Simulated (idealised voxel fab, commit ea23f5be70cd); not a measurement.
voxel capacitor over wiring: a process module
Cross-section cut spans 210 nm and uses square cells 5 nm in size.
In this document a cross-section is written as a grid of square cells. It is given as a series of bands, listed from the top down, and a band is one or more rows of cells.
It is stipulated that each band's entry specify, in nanometres, the height of the top of the band and then that of its bottom, followed by the materials of the band in left-to-right sequence, each together with its width in nanometres. A single material marked by the word "throughout" is understood to fill the band from edge to edge; the word "blank" is understood to denote empty space.
Counting heights begins at 0, where everything beneath is, in the wafer as received, one material. The lowest band has no bottom; it goes on downwards, as "0 nm and below" shows.
A width such as "30..40" changes by the same amount from each row of cells to the next, from the band's top row to its bottom row.
It should be understood that the words "remained unchanged", when stated for a given step, signify that the cross-section underwent no change in any of its cells during that step.
Entry "Closed void catalog". Content: empty spaces with no open connection to the top, size 8 cells or greater. Each: width x height at distance. Distance: from left edge. Unit: nm.
Past the settings on a step's line: simulator remark, on that step.
On any step carrying a mask, the "overlay nm" setting, if present on the step's line, tells how far right of its planned place the mask lay; negative values point to the left.
The planned process steps are enumerated hereunder
1) RECEIVE with material Si
2) CONFORMAL_DEP with material SiO2, thk nm 10
3) CONFORMAL_DEP with material SiCN, thk nm 5
4) DIRECTIONAL_DEP with material lowk, thk nm 25
5) PATTERN with tone open, mask id METAL_1, material resist, width nm 25, pitch nm 90, thk nm 20, overlay nm 0
6) DIRECTIONAL_ETCH with etch materials lowk, depth nm 25
7) DIRECTIONAL_ETCH with etch materials SiCN, depth nm 5
8) STRIP with etch materials resist
9) CONFORMAL_DEP with material TiN, thk nm 5
10) FILL_DEP with material Ru, thk nm 10
11) CMP with height nm 40
12) CONFORMAL_DEP with material SiCN, thk nm 5
13) DIRECTIONAL_DEP with material SiO2, thk nm 20
14) PATTERN with tone open, mask id PLUG_1, material resist, width nm 15, thk nm 20, overlay nm 0
15) DIRECTIONAL_ETCH with etch materials SiO2, depth nm 20
16) DIRECTIONAL_ETCH with etch materials SiCN, depth nm 5
17) STRIP with etch materials resist
18) EPI with material Ru, thk nm 10
19) EPI with material Ru, thk nm 10
20) EPI with material Ru, thk nm 5
21) DIRECTIONAL_DEP with material TiN, thk nm 5
22) DIRECTIONAL_DEP with material Al2O3, thk nm 5
23) DIRECTIONAL_DEP with material TiN, thk nm 5
24) DIRECTIONAL_DEP with material aC, thk nm 15
25) PATTERN with tone cover, mask id UPPER_PLATE, material resist, width nm 70, thk nm 35, overlay nm 0
26) DIRECTIONAL_ETCH with etch materials aC, depth nm 15
27) STRIP with etch materials resist
28) DIRECTIONAL_ETCH with etch materials TiN, depth nm 5
29) DIRECTIONAL_ETCH with etch materials Al2O3, depth nm 5
30) STRIP with etch materials aC
31) DIRECTIONAL_DEP with material aC, thk nm 10
32) PATTERN with tone cover, mask id LOWER_PLATE, material resist, width nm 80, thk nm 25, overlay nm 0
33) DIRECTIONAL_ETCH with etch materials aC, depth nm 10
34) STRIP with etch materials resist
35) DIRECTIONAL_ETCH with etch materials TiN, depth nm 5
36) STRIP with etch materials aC
37) FILL_DEP with material SiO2, thk nm 20
38) CMP with height nm 95
39) PATTERN with tone open, mask id PLUG_2, material resist, width nm 15, thk nm 20, overlay nm 0
40) DIRECTIONAL_ETCH with etch materials SiO2, depth nm 15
41) STRIP with etch materials resist
42) CONFORMAL_DEP with material TiN, thk nm 5
43) FILL_DEP with material W, thk nm 10
44) CMP with height nm 95
45) CONFORMAL_DEP with material SiN, thk nm 5
On the first of the two wafers: run conducted according to plan
Cross-sectional view of the wafer in its as-received condition, corresponding to the state after step 1
    0 nm and below | Si throughout
    Closed void catalog: none
After step 2: wafer cross-section
    10 nm to 0 nm | SiO2 throughout
    Everything below 0 is unchanged.
After step 3: wafer cross-section
    15 nm to 10 nm | SiCN throughout
    Everything below 10 is unchanged.
After step 4: wafer cross-section
    40 nm to 15 nm | lowk throughout
    Everything below 15 is unchanged.
After step 5: wafer cross-section
    60 nm to 40 nm | 45 of resist  25 of blank  65 of resist  25 of blank  50 of resist
    Everything below 40 is unchanged.
After step 6: wafer cross-section
    60 nm to 40 nm | 45 of resist  25 of blank  65 of resist  25 of blank  50 of resist
    40 nm to 15 nm | 45 of lowk  25 of blank  65 of lowk  25 of blank  50 of lowk
    Everything below 15 is unchanged.
After step 7: wafer cross-section
    60 nm to 40 nm | 45 of resist  25 of blank  65 of resist  25 of blank  50 of resist
    40 nm to 15 nm | 45 of lowk  25 of blank  65 of lowk  25 of blank  50 of lowk
    15 nm to 10 nm | 45 of SiCN  25 of blank  65 of SiCN  25 of blank  50 of SiCN
    Everything below 10 is unchanged.
After step 8: wafer cross-section
    40 nm to 15 nm | 45 of lowk  25 of blank  65 of lowk  25 of blank  50 of lowk
    Everything below 15 is unchanged.
After step 9: wafer cross-section
    45 nm to 40 nm | 50 of TiN  15 of blank  75 of TiN  15 of blank  55 of TiN
    40 nm to 15 nm | 45 of lowk  5 of TiN  15 of blank  5 of TiN  65 of lowk  5 of TiN  15 of blank  5 of TiN  50 of lowk
    15 nm to 10 nm | 45 of SiCN  25 of TiN  65 of SiCN  25 of TiN  50 of SiCN
    Everything below 10 is unchanged.
After step 10: wafer cross-section
    55 nm to 45 nm | Ru throughout
    45 nm to 40 nm | 50 of TiN  15 of Ru  75 of TiN  15 of Ru  55 of TiN
    40 nm to 15 nm | 45 of lowk  5 of TiN  15 of Ru  5 of TiN  65 of lowk  5 of TiN  15 of Ru  5 of TiN  50 of lowk
    Everything below 15 is unchanged.
After step 11: wafer cross-section
    40 nm to 15 nm | 45 of lowk  5 of TiN  15 of Ru  5 of TiN  65 of lowk  5 of TiN  15 of Ru  5 of TiN  50 of lowk
    Everything below 15 is unchanged.
After step 12: wafer cross-section
    45 nm to 40 nm | SiCN throughout
    Everything below 40 is unchanged.
After step 13: wafer cross-section
    65 nm to 45 nm | SiO2 throughout
    Everything below 45 is unchanged.
After step 14: wafer cross-section
    85 nm to 65 nm | 55 of resist  15 of blank  140 of resist
    Everything below 65 is unchanged.
After step 15: wafer cross-section
    85 nm to 65 nm | 55 of resist  15 of blank  140 of resist
    65 nm to 45 nm | 55 of SiO2  15 of blank  140 of SiO2
    Everything below 45 is unchanged.
After step 16: wafer cross-section
    85 nm to 65 nm | 55 of resist  15 of blank  140 of resist
    65 nm to 45 nm | 55 of SiO2  15 of blank  140 of SiO2
    45 nm to 40 nm | 55 of SiCN  15 of blank  140 of SiCN
    Everything below 40 is unchanged.
After step 17: wafer cross-section
    65 nm to 45 nm | 55 of SiO2  15 of blank  140 of SiO2
    Everything below 45 is unchanged.
After step 18: wafer cross-section
    65 nm to 50 nm | 55 of SiO2  15 of blank  140 of SiO2
    50 nm to 45 nm | 55 of SiO2  15 of Ru  140 of SiO2
    45 nm to 40 nm | 55 of SiCN  15 of Ru  140 of SiCN
    Everything below 40 is unchanged.
After step 19: wafer cross-section
    65 nm to 60 nm | 55 of SiO2  15 of blank  140 of SiO2
    60 nm to 45 nm | 55 of SiO2  15 of Ru  140 of SiO2
    Everything below 45 is unchanged.
After step 20: wafer cross-section
    65 nm to 45 nm | 55 of SiO2  15 of Ru  140 of SiO2
    Everything below 45 is unchanged.
After step 21: wafer cross-section
    70 nm to 65 nm | TiN throughout
    Everything below 65 is unchanged.
After step 22: wafer cross-section
    75 nm to 70 nm | Al2O3 throughout
    Everything below 70 is unchanged.
After step 23: wafer cross-section
    80 nm to 75 nm | TiN throughout
    Everything below 75 is unchanged.
After step 24: wafer cross-section
    95 nm to 80 nm | aC throughout
    Everything below 80 is unchanged.
After step 25: wafer cross-section
    130 nm to 95 nm | 55 of blank  70 of resist  85 of blank
    Everything below 95 is unchanged.
After step 26: wafer cross-section
    115 nm to 95 nm | 55 of blank  70 of resist  85 of blank
    95 nm to 80 nm | 55 of blank  70 of aC  85 of blank
    Everything below 80 is unchanged.
After step 27: wafer cross-section
    95 nm to 80 nm | 55 of blank  70 of aC  85 of blank
    Everything below 80 is unchanged.
After step 28: wafer cross-section
    95 nm to 80 nm | 55 of blank  70 of aC  85 of blank
    80 nm to 75 nm | 55 of blank  70 of TiN  85 of blank
    Everything below 75 is unchanged.
After step 29: wafer cross-section
    95 nm to 80 nm | 55 of blank  70 of aC  85 of blank
    80 nm to 75 nm | 55 of blank  70 of TiN  85 of blank
    75 nm to 70 nm | 55 of blank  70 of Al2O3  85 of blank
    Everything below 70 is unchanged.
After step 30: wafer cross-section
    80 nm to 75 nm | 55 of blank  70 of TiN  85 of blank
    Everything below 75 is unchanged.
After step 31: wafer cross-section
    90 nm to 80 nm | 55 of blank  70 of aC  85 of blank
    80 nm to 75 nm | 55 of aC  70 of TiN  85 of aC
    75 nm to 70 nm | 55 of aC  70 of Al2O3  85 of aC
    Everything below 70 is unchanged.
After step 32: wafer cross-section
    115 nm to 90 nm | 50 of blank  80 of resist  80 of blank
    90 nm to 80 nm | 50 of blank  5 of resist  70 of aC  5 of resist  80 of blank
    Everything below 80 is unchanged.
After step 33: wafer cross-section
    105 nm to 90 nm | 50 of blank  80 of resist  80 of blank
    90 nm to 80 nm | 50 of blank  5 of resist  70 of aC  5 of resist  80 of blank
    80 nm to 75 nm | 50 of blank  5 of aC  70 of TiN  5 of aC  80 of blank
    75 nm to 70 nm | 50 of blank  5 of aC  70 of Al2O3  5 of aC  80 of blank
    Everything below 70 is unchanged.
After step 34: wafer cross-section
    90 nm to 80 nm | 55 of blank  70 of aC  85 of blank
    Everything below 80 is unchanged.
After step 35: wafer cross-section
    90 nm to 80 nm | 55 of blank  70 of aC  85 of blank
    80 nm to 75 nm | 50 of blank  5 of aC  70 of TiN  5 of aC  80 of blank
    75 nm to 70 nm | 50 of blank  5 of aC  70 of Al2O3  5 of aC  80 of blank
    70 nm to 65 nm | 50 of blank  80 of TiN  80 of blank
    Everything below 65 is unchanged.
After step 36: wafer cross-section
    80 nm to 75 nm | 55 of blank  70 of TiN  85 of blank
    75 nm to 70 nm | 55 of blank  70 of Al2O3  85 of blank
    Everything below 70 is unchanged.
After step 37: wafer cross-section
    100 nm to 80 nm | SiO2 throughout
    80 nm to 75 nm | 55 of SiO2  70 of TiN  85 of SiO2
    75 nm to 70 nm | 55 of SiO2  70 of Al2O3  85 of SiO2
    70 nm to 65 nm | 50 of SiO2  80 of TiN  80 of SiO2
    Everything below 65 is unchanged.
After step 38: wafer cross-section
    95 nm to 80 nm | SiO2 throughout
    Everything below 80 is unchanged.
After step 39: wafer cross-section
    115 nm to 95 nm | 65 of resist  15 of blank  130 of resist
    Everything below 95 is unchanged.
After step 40: wafer cross-section
    115 nm to 95 nm | 65 of resist  15 of blank  130 of resist
    95 nm to 80 nm | 65 of SiO2  15 of blank  130 of SiO2
    Everything below 80 is unchanged.
After step 41: wafer cross-section
    95 nm to 80 nm | 65 of SiO2  15 of blank  130 of SiO2
    Everything below 80 is unchanged.
After step 42: wafer cross-section
    100 nm to 95 nm | 70 of TiN  5 of blank  135 of TiN
    95 nm to 85 nm | 65 of SiO2  5 of TiN  5 of blank  5 of TiN  130 of SiO2
    85 nm to 75 nm | 65..55 of SiO2  15..70 of TiN  130..85 of SiO2
    Everything below 75 is unchanged.
After step 43: wafer cross-section
    110 nm to 100 nm | W throughout
    100 nm to 95 nm | 70 of TiN  5 of W  135 of TiN
    95 nm to 85 nm | 65 of SiO2  5 of TiN  5 of W  5 of TiN  130 of SiO2
    Everything below 85 is unchanged.
After step 44: wafer cross-section
    95 nm to 85 nm | 65 of SiO2  5 of TiN  5 of W  5 of TiN  130 of SiO2
    Everything below 85 is unchanged.
After step 45: wafer cross-section
    100 nm to 95 nm | SiN throughout
    Everything below 95 is unchanged.
Wafer two. Identical start, identical plan. One mistake in execution. Identical history through step 24
Cross-section of the second wafer when, according to plan, step 25 should have finished
    130 nm to 95 nm | 65 of blank  70 of resist  75 of blank
    Everything below 95 is unchanged.
Cross-section of the second wafer when, according to plan, step 26 should have finished
    115 nm to 95 nm | 65 of blank  70 of resist  75 of blank
    95 nm to 80 nm | 65 of blank  70 of aC  75 of blank
    Everything below 80 is unchanged.
Cross-section of the second wafer when, according to plan, step 27 should have finished
    95 nm to 80 nm | 65 of blank  70 of aC  75 of blank
    Everything below 80 is unchanged.
Cross-section of the second wafer when, according to plan, step 28 should have finished
    95 nm to 80 nm | 65 of blank  70 of aC  75 of blank
    80 nm to 75 nm | 65 of blank  70 of TiN  75 of blank
    Everything below 75 is unchanged.
Cross-section of the second wafer when, according to plan, step 29 should have finished
    95 nm to 80 nm | 65 of blank  70 of aC  75 of blank
    80 nm to 75 nm | 65 of blank  70 of TiN  75 of blank
    75 nm to 70 nm | 65 of blank  70 of Al2O3  75 of blank
    Everything below 70 is unchanged.
Cross-section of the second wafer when, according to plan, step 30 should have finished
    80 nm to 75 nm | 65 of blank  70 of TiN  75 of blank
    Everything below 75 is unchanged.
Cross-section of the second wafer when, according to plan, step 31 should have finished
    90 nm to 80 nm | 65 of blank  70 of aC  75 of blank
    80 nm to 75 nm | 65 of aC  70 of TiN  75 of aC
    75 nm to 70 nm | 65 of aC  70 of Al2O3  75 of aC
    Everything below 70 is unchanged.
Cross-section of the second wafer when, according to plan, step 32 should have finished
    115 nm to 90 nm | 50 of blank  80 of resist  80 of blank
    90 nm to 80 nm | 50 of blank  15 of resist  70 of aC  75 of blank
    Everything below 80 is unchanged.
Cross-section of the second wafer when, according to plan, step 33 should have finished
    105 nm to 90 nm | 50 of blank  80 of resist  80 of blank
    90 nm to 80 nm | 50 of blank  15 of resist  65 of aC  80 of blank
    80 nm to 75 nm | 50 of blank  15 of aC  70 of TiN  75 of blank
    75 nm to 70 nm | 50 of blank  15 of aC  70 of Al2O3  75 of blank
    Everything below 70 is unchanged.
Cross-section of the second wafer when, according to plan, step 34 should have finished
    90 nm to 80 nm | 65 of blank  65 of aC  80 of blank
    Everything below 80 is unchanged.
Cross-section of the second wafer when, according to plan, step 35 should have finished
    90 nm to 80 nm | 65 of blank  65 of aC  80 of blank
    80 nm to 75 nm | 50 of blank  15 of aC  65 of TiN  80 of blank
    75 nm to 70 nm | 50 of blank  15 of aC  70 of Al2O3  75 of blank
    70 nm to 65 nm | 50 of blank  85 of TiN  75 of blank
    Everything below 65 is unchanged.
Cross-section of the second wafer when, according to plan, step 36 should have finished
    80 nm to 75 nm | 65 of blank  65 of TiN  80 of blank
    75 nm to 70 nm | 65 of blank  70 of Al2O3  75 of blank
    Everything below 70 is unchanged.
Cross-section of the second wafer when, according to plan, step 37 should have finished
    100 nm to 80 nm | SiO2 throughout
    80 nm to 75 nm | 65 of SiO2  65 of TiN  80 of SiO2
    75 nm to 70 nm | 65 of SiO2  70 of Al2O3  75 of SiO2
    70 nm to 65 nm | 50 of SiO2  85 of TiN  75 of SiO2
    Everything below 65 is unchanged.
Cross-section of the second wafer when, according to plan, step 38 should have finished
    95 nm to 80 nm | SiO2 throughout
    Everything below 80 is unchanged.
Cross-section of the second wafer when, according to plan, step 39 should have finished
    115 nm to 95 nm | 65 of resist  15 of blank  130 of resist
    Everything below 95 is unchanged.
Cross-section of the second wafer when, according to plan, step 40 should have finished
    115 nm to 95 nm | 65 of resist  15 of blank  130 of resist
    95 nm to 80 nm | 65 of SiO2  15 of blank  130 of SiO2
    Everything below 80 is unchanged.
Cross-section of the second wafer when, according to plan, step 41 should have finished
    95 nm to 80 nm | 65 of SiO2  15 of blank  130 of SiO2
    Everything below 80 is unchanged.
Cross-section of the second wafer when, according to plan, step 42 should have finished
    100 nm to 95 nm | 70 of TiN  5 of blank  135 of TiN
    95 nm to 85 nm | 65 of SiO2  5 of TiN  5 of blank  5 of TiN  130 of SiO2
    85 nm to 75 nm | 65 of SiO2  15..65 of TiN  130..80 of SiO2
    Everything below 75 is unchanged.
Cross-section of the second wafer when, according to plan, step 43 should have finished
    110 nm to 100 nm | W throughout
    100 nm to 95 nm | 70 of TiN  5 of W  135 of TiN
    95 nm to 85 nm | 65 of SiO2  5 of TiN  5 of W  5 of TiN  130 of SiO2
    Everything below 85 is unchanged.
Cross-section of the second wafer when, according to plan, step 44 should have finished
    95 nm to 85 nm | 65 of SiO2  5 of TiN  5 of W  5 of TiN  130 of SiO2
    Everything below 85 is unchanged.
Cross-section of the second wafer when, according to plan, step 45 should have finished
    100 nm to 95 nm | SiN throughout
    Everything below 95 is unchanged.
Want to know what went wrong? step 25: run off-plan, actual operation and settings PATTERN with tone cover, mask id UPPER_PLATE, material resist, width nm 70, thk nm 35, overlay nm 10
Final wafers compared: equal cell tally per material, rearranged layout.
